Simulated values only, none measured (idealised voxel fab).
The following is a process module called voxel double patterning.
Section shown: cut. Width: 295 nm. Cell size: 5 nm, square.
If you're reading a cross-section in this doc, picture square cells in a grid; it comes to you as bands, top ones listed first down to the bottom, and a band can be one or more rows of cells. It is stipulated that each band's entry specify, in nanometres, the height of the top of the band and then that of its bottom, followed by the materials of the band in left-to-right sequence, each together with its width in nanometres. A single material marked by the word "edge to edge" is understood to fill the band from edge to edge; the word "blank" is understood to denote empty space. Heads up on the height convention: 0 is the point under which the incoming wafer is all one material, and the lowest band has no bottom, it just keeps going down, like "from 0 down". You'd read "30..40" like this: the band's top row of cells is as wide as the first number, its bottom row is as wide as the second, and going down, every row changes width by the same amount as the row before did. Take "nothing was modified" at face value: in the step it is given for, the cross-section changed in none of its cells. "Completely enclosed voids": sealed empty spaces, 8 cells or more, no open way to top, listed width x height at distance, with distance from the left edge and width, height and distance in nm. On a step's line, text after the settings is the simulator commenting on that step. The line of a step may include "overlay nm". On a step with a mask, this value is how far to the right of its planned place the mask lay. A negative value means the mask lay to the left.
### Process steps - plan
step 1: RECEIVE | material Si
step 2: CONFORMAL_DEP | material SiN | thk nm 5
step 3: DIRECTIONAL_DEP | material SiO2 | thk nm 15
step 4: DIRECTIONAL_DEP | material SiCN | thk nm 10
step 5: MASKED_ETCH | tone open | mask id FIRST | width nm 15 | pitch nm 50 | etch materials SiCN | depth nm 10 | overlay nm 0
step 6: MASKED_ETCH | tone open | mask id SECOND | width nm 15 | etch materials SiCN | depth nm 10 | overlay nm -15
step 7: DIRECTIONAL_ETCH | etch materials SiO2 | depth nm 15
step 8: STRIP | etch materials SiCN
The wafers are alike at the start. At step 6, their overlay nm differs. The plan lists the first wafer's value.
### First of several wafers, received after step 1, in cross-section
    from 0 down: Si edge to edge
    Completely enclosed voids: none
### The rows of the table below are wafers. Looking at the end of the module, a row counts, for every material, the cells the wafer has gained, shown as (+), or lost, shown as (-), since it was received; its closed voids come next
overlay nm -15; +59 SiN; +153 SiO2; Completely enclosed voids: none
overlay nm -10; +59 SiN; +150 SiO2; Completely enclosed voids: none
overlay nm -5; +59 SiN; +150 SiO2; Completely enclosed voids: none
overlay nm 0; +59 SiN; +150 SiO2; Completely enclosed voids: none
overlay nm 5; +59 SiN; +150 SiO2; Completely enclosed voids: none
overlay nm 10; +59 SiN; +150 SiO2; Completely enclosed voids: none
overlay nm 15; +59 SiN; +153 SiO2; Completely enclosed voids: none
